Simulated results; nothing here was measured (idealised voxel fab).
Process module name: voxel transistor to metal
The cross-section shown here is cut; it is 150 nm wide and divided into square cells measuring 5 nm on a side.
The cross-sections in this document take the form of a grid made of square cells. They are written out as bands, in order from top to bottom. Each band consists of one or more rows of cells. Read a band's entry like this: the first values are the height of its top and the height of its bottom in nm, and what follows is the sequence of materials from left to right, each with its width in nm. Note that "air" is empty space, and that a single material marked "full width" reaches across the band from edge to edge. Heights are measured from 0, the level below which the as-received wafer is all one material; the lowest band has no bottom and continues downward, written as in "top 0, no bottom". Quick explanation for "30..40": the width changes in equal steps down the rows of cells, from the first number in the band's top row to the second number in its bottom row. The cross-section has no changed cell in any step marked "left unchanged". Entry "Voids, fully enclosed". Content: empty spaces with no open connection to the top, size 8 cells or greater. Each: width x height at distance. Distance: from left edge. Unit: nm. Text after the settings on a step's line: the simulator's own remark on that step. Among the settings permitted on a step's line is "overlay nm"; applied to a step with a mask, it specifies the extent to which the mask lay to the right of its planned position, whereas a negative figure signifies a position to the left.

[Process steps (planned)]
1. RECEIVE,material Si
2. OXIDIZE,depth nm 5
3. CONFORMAL_DEP,material SiN,thk nm 10
4. MASKED_ETCH,tone cover,mask id ACTIVE,width nm 115,etch materials SiN,depth nm 10,overlay nm 0
5. MASKED_ETCH,tone cover,mask id ACTIVE,width nm 115,etch materials SiO2,depth nm 5,overlay nm 0
6. MASKED_ETCH,tone cover,mask id ACTIVE,width nm 115,etch materials Si,depth nm 25,overlay nm 0
7. OXIDIZE,depth nm 5
8. FILL_DEP,material SiO2,thk nm 10
9. CMP,height nm 10
10. SELECTIVE_ETCH,etch materials SiO2,depth nm 5
11. STRIP,etch materials SiN
12. SELECTIVE_ETCH,etch materials SiO2,depth nm 5
13. OXIDIZE,depth nm 5
14. DIRECTIONAL_DEP,material polySi,thk nm 30
15. DIRECTIONAL_DEP,material SiCN,thk nm 15
16. DIRECTIONAL_DEP,material aC,thk nm 15
17. PATTERN,tone cover,mask id GATE,material resist,width nm 25,thk nm 35,overlay nm 0
18. DIRECTIONAL_ETCH,etch materials aC,depth nm 15
19. STRIP,etch materials resist
20. DIRECTIONAL_ETCH,etch materials SiCN,depth nm 25
21. DIRECTIONAL_ETCH,etch materials polySi,depth nm 40
22. STRIP,etch materials aC
23. CONFORMAL_DEP,material SiN,thk nm 5
24. DIRECTIONAL_ETCH,etch materials SiN,depth nm 5
25. DIRECTIONAL_ETCH,etch materials SiO2,depth nm 5
26. EPI,material nSi,thk nm 5
27. FILL_DEP,material SiO2,thk nm 10
28. CMP,height nm 25
29. STRIP,etch materials polySi
30. SELECTIVE_ETCH,etch materials SiO2,depth nm 5
31. CONFORMAL_DEP,material HfO2,thk nm 5
32. CONFORMAL_DEP,material TiN,thk nm 5
33. FILL_DEP,material W,thk nm 5
34. CMP,height nm 20
35. DIRECTIONAL_DEP,material SiO2,thk nm 10
36. DIRECTIONAL_DEP,material aC,thk nm 10
37. PATTERN,tone open,mask id CONTACT,material resist,width nm 20,pitch nm 85,thk nm 25,overlay nm 0
38. DIRECTIONAL_ETCH,etch materials aC,depth nm 10
39. STRIP,etch materials resist
40. DIRECTIONAL_ETCH,etch materials SiO2,depth nm 35
41. STRIP,etch materials aC
42. CONFORMAL_DEP,material TiN,thk nm 5
43. FILL_DEP,material W,thk nm 10
44. CMP,height nm 30
45. DIRECTIONAL_DEP,material TiN,thk nm 5
46. DIRECTIONAL_DEP,material W,thk nm 15
47. DIRECTIONAL_DEP,material aC,thk nm 15
48. PATTERN,tone cover,mask id METAL_1,material resist,width nm 20,pitch nm 85,thk nm 30,overlay nm 0
49. DIRECTIONAL_ETCH,etch materials aC,depth nm 15
50. STRIP,etch materials resist
51. DIRECTIONAL_ETCH,etch materials W,depth nm 15
52. DIRECTIONAL_ETCH,etch materials TiN,depth nm 5
53. STRIP,etch materials aC
54. CONFORMAL_DEP,material SiCN,thk nm 5
55. FILL_DEP,material lowk,thk nm 10
56. CMP,height nm 50
57. CONFORMAL_DEP,material SiCN,thk nm 5
58. DIRECTIONAL_DEP,material lowk,thk nm 35
59. PATTERN,tone open,mask id METAL_2,material resist,width nm 20,pitch nm 85,thk nm 20,overlay nm 0
60. DIRECTIONAL_ETCH,etch materials lowk,depth nm 20
61. STRIP,etch materials resist
62. DIRECTIONAL_DEP,material aC,thk nm 15
63. PATTERN,tone open,mask id METAL_2_HOLES,material resist,width nm 15,pitch nm 85,thk nm 35,overlay nm 0
64. DIRECTIONAL_ETCH,etch materials aC,depth nm 15
65. STRIP,etch materials resist
66. DIRECTIONAL_ETCH,etch materials lowk,depth nm 15
67. DIRECTIONAL_ETCH,etch materials SiCN,depth nm 5
68. STRIP,etch materials aC
69. CONFORMAL_DEP,material TiN,thk nm 5
70. FILL_DEP,material Cu,thk nm 10
71. CMP,height nm 90
72. CONFORMAL_DEP,material SiCN,thk nm 5

[Incoming wafer, cross-sectional view, post step 1]
- top 0, no bottom | Si full width
- Voids, fully enclosed: none

[Figure: cross-sectional view of the wafer upon completion of the module, processed from the initial state and according to the plan depicted above, with one error introduced during execution]
- top 95, bottom 90 | SiCN full width
- top 90, bottom 75 | 20 nm lowk, then 5 nm TiN, then 10 nm Cu, then 5 nm TiN, then 65 nm lowk, then 5 nm TiN, then 10 nm Cu, then 5 nm TiN, then 25 nm lowk
- top 75, bottom 70 | 20 nm lowk, then 5 nm TiN, then 5 nm Cu, then 10 nm TiN, then 65 nm lowk, then 5 nm TiN, then 5 nm Cu, then 10 nm TiN, then 25 nm lowk
- top 70, bottom 55 | 20 nm lowk, then 5 nm TiN, then 5 nm Cu, then 5 nm TiN, then 70 nm lowk, then 5 nm TiN, then 5 nm Cu, then 5 nm TiN, then 30 nm lowk
- top 55, bottom 50 | 20 nm SiCN, then 15 nm TiN, then 70 nm SiCN, then 15 nm TiN, then 30 nm SiCN
- top 50, bottom 35 | 15 nm lowk, then 5 nm SiCN, then 20 nm W, then 5 nm SiCN, then 55 nm lowk, then 5 nm SiCN, then 20 nm W, then 5 nm SiCN, then 20 nm lowk
- top 35, bottom 30 | 20 nm SiCN, then 20 nm TiN, then 65 nm SiCN, then 20 nm TiN, then 25 nm SiCN
- top 30, bottom 25 | 20 nm SiO2, then 5 nm TiN, then 10 nm W, then 5 nm TiN, then 65 nm SiO2, then 5 nm TiN, then 10 nm W, then 5 nm TiN, then 25 nm SiO2
- top 25, bottom 20 | 20 nm SiO2, then 20 nm TiN, then 65 nm SiO2, then 20 nm TiN, then 25 nm SiO2
- top 20, bottom 5 | 50 nm W, then 5 nm TiN, then 5 nm HfO2, then 5 nm SiN, then 15 nm SiO2, then 5 nm SiN, then 5 nm HfO2, then 5 nm TiN, then 55 nm W
- top 5, bottom 0 | 15 nm TiN, then 35 nm W, then 5 nm TiN, then 5 nm HfO2, then 5 nm SiN, then 15 nm SiO2, then 5 nm SiN, then 5 nm HfO2, then 5 nm TiN, then 35 nm W, then 20 nm TiN
- top 0, bottom -5 | 10 nm HfO2, then 45 nm TiN, then 5 nm HfO2, then 5 nm SiN, then 15 nm SiO2, then 5 nm SiN, then 5 nm HfO2, then 45 nm TiN, then 15 nm HfO2
- top -5, bottom -10 | 5 nm SiO2, then 60 nm HfO2, then 15 nm nSi, then 60 nm HfO2, then 10 nm SiO2
- top -10, bottom -35 | 20 nm SiO2, then 105 nm Si, then 25 nm SiO2
- top -35, no bottom | Si full width
- Voids, fully enclosed: none
Error vs. plan: not per plan at step 17, really ran PATTERN,tone open,mask id GATE,material resist,width nm 25,thk nm 35,overlay nm 0
